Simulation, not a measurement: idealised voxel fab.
Presented below is a process module, voxel double patterning.
The cross-section shown here is cut; it is 240 nm wide and divided into square cells measuring 5 nm on a side.
A cross-section is a grid of square cells, given in bands from the top down. A band is one or more rows of cells. The entry gives the band's vertical extent as a top height and a bottom height in nm, then its horizontal make-up as materials from left to right, each with a width in nm. "empty" stands for empty space; a single material marked "all across" fills the band edge to edge. Measure heights from 0. That's the level where, below it, the as-received wafer is all one material. The lowest band is bottomless and extends downward; write it as in "0 and below". The expression "30 to 40" gives the width at the extremes of the band, the first number at its top row of cells and the second at its bottom row, with the width changing by equal amounts from each row to the next in between. When a step is marked "all unchanged", none of the cells in the cross-section changed during that step. You'll see "Fully sealed cavities" listing empty spaces that have no way open to the top, as long as they're 8 cells or more; the notation is width x height at distance, where the distance is from the left edge, and all of it is in nm. Where a step's line continues beyond its settings, the continuation is a remark by the simulator itself on that step. "overlay nm" denotes, for a step that has a mask, the displacement of the mask to the right of its planned place, with negative values corresponding to the left.

PLANNED PROCESS STEPS
- 1: RECEIVE | material Si
- 2: CONFORMAL_DEP | material SiO2 | thk nm 10
- 3: DIRECTIONAL_DEP | material polySi | thk nm 15
- 4: DIRECTIONAL_DEP | material SiN | thk nm 10
- 5: MASKED_ETCH | tone open | mask id FIRST | width nm 15 | pitch nm 50 | etch materials SiN | depth nm 10 | overlay nm 0
- 6: MASKED_ETCH | tone open | mask id SECOND | width nm 15 | pitch nm 50 | etch materials SiN | depth nm 10 | overlay nm 0
- 7: DIRECTIONAL_ETCH | etch materials polySi | depth nm 15
- 8: STRIP | etch materials SiN

FIRST OUT OF TWO WAFERS; RUN WENT TO PLAN

CROSS-SECTION, INCOMING MATERIAL, AFTER STEP 1
> 0 and below  Si all across
> Fully sealed cavities: none

CROSS-SECTION THROUGH THE WAFER, STEP 2 FINISHED
> 10 down to 0  SiO2 all across
> Note: structure below 0 unchanged.

CROSS-SECTION THROUGH THE WAFER, STEP 3 FINISHED
> 25 down to 10  polySi all across
> Note: structure below 10 unchanged.

CROSS-SECTION THROUGH THE WAFER, STEP 4 FINISHED
> 35 down to 25  SiN all across
> Note: structure below 25 unchanged.

CROSS-SECTION THROUGH THE WAFER, STEP 5 FINISHED
> 35 down to 25  60 of SiN / 15 of empty / 35 of SiN / 15 of empty / 35 of SiN / 15 of empty / 65 of SiN
> Note: structure below 25 unchanged.

CROSS-SECTION THROUGH THE WAFER, STEP 6 FINISHED
> 35 down to 25  60 of SiN / 15 of empty / 10 of SiN / 15 of empty / 10 of SiN / 15 of empty / 10 of SiN / 15 of empty / 10 of SiN / 15 of empty / 65 of SiN
> Note: structure below 25 unchanged.

CROSS-SECTION THROUGH THE WAFER, STEP 7 FINISHED
> 35 down to 25  60 of SiN / 15 of empty / 10 of SiN / 15 of empty / 10 of SiN / 15 of empty / 10 of SiN / 15 of empty / 10 of SiN / 15 of empty / 65 of SiN
> 25 down to 10  60 of polySi / 15 of empty / 10 of polySi / 15 of empty / 10 of polySi / 15 of empty / 10 of polySi / 15 of empty / 10 of polySi / 15 of empty / 65 of polySi
> Note: structure below 10 unchanged.

CROSS-SECTION THROUGH THE WAFER, STEP 8 FINISHED
> 25 down to 10  60 of polySi / 15 of empty / 10 of polySi / 15 of empty / 10 of polySi / 15 of empty / 10 of polySi / 15 of empty / 10 of polySi / 15 of empty / 65 of polySi
> Note: structure below 10 unchanged.

THE SECOND WAFER: IDENTICAL TO THE FIRST AT THE OUTSET AND IN ITS PLANNED SEQUENCE, DIFFERING ONLY IN THAT ONE MISTAKE WAS MADE DURING PROCESSING; UP TO AND INCLUDING STEP 1, ITS PATH IS THE FIRST WAFER'S PATH

CROSS-SECTION OF THE SECOND WAFER AT THE TIME STEP 2 OF THE PLAN SHOULD HAVE ENDED
> 15 down to 0  polySi all across
> Note: structure below 0 unchanged.

CROSS-SECTION OF THE SECOND WAFER AT THE TIME STEP 3 OF THE PLAN SHOULD HAVE ENDED
> 25 down to 15  SiO2 all across
> Note: structure below 15 unchanged.

CROSS-SECTION OF THE SECOND WAFER AT THE TIME STEP 4 OF THE PLAN SHOULD HAVE ENDED
> 35 down to 25  SiN all across
> Note: structure below 25 unchanged.

CROSS-SECTION OF THE SECOND WAFER AT THE TIME STEP 5 OF THE PLAN SHOULD HAVE ENDED
> 35 down to 25  60 of SiN / 15 of empty / 35 of SiN / 15 of empty / 35 of SiN / 15 of empty / 65 of SiN
> Note: structure below 25 unchanged.

CROSS-SECTION OF THE SECOND WAFER AT THE TIME STEP 6 OF THE PLAN SHOULD HAVE ENDED
> 35 down to 25  60 of SiN / 15 of empty / 10 of SiN / 15 of empty / 10 of SiN / 15 of empty / 10 of SiN / 15 of empty / 10 of SiN / 15 of empty / 65 of SiN
> Note: structure below 25 unchanged.

Cross-section of the second wafer at the time step 7 of the plan should have ended: all unchanged

CROSS-SECTION OF THE SECOND WAFER AT THE TIME STEP 8 OF THE PLAN SHOULD HAVE ENDED
> 25 down to 15  SiO2 all across
> Note: structure below 15 unchanged.
What went wrong in running the wafer? steps 2 and 3 of the plan were each performed in the slot designated for the other
Cell-count delta at end, second wafer over first, by material: 45 more of polySi
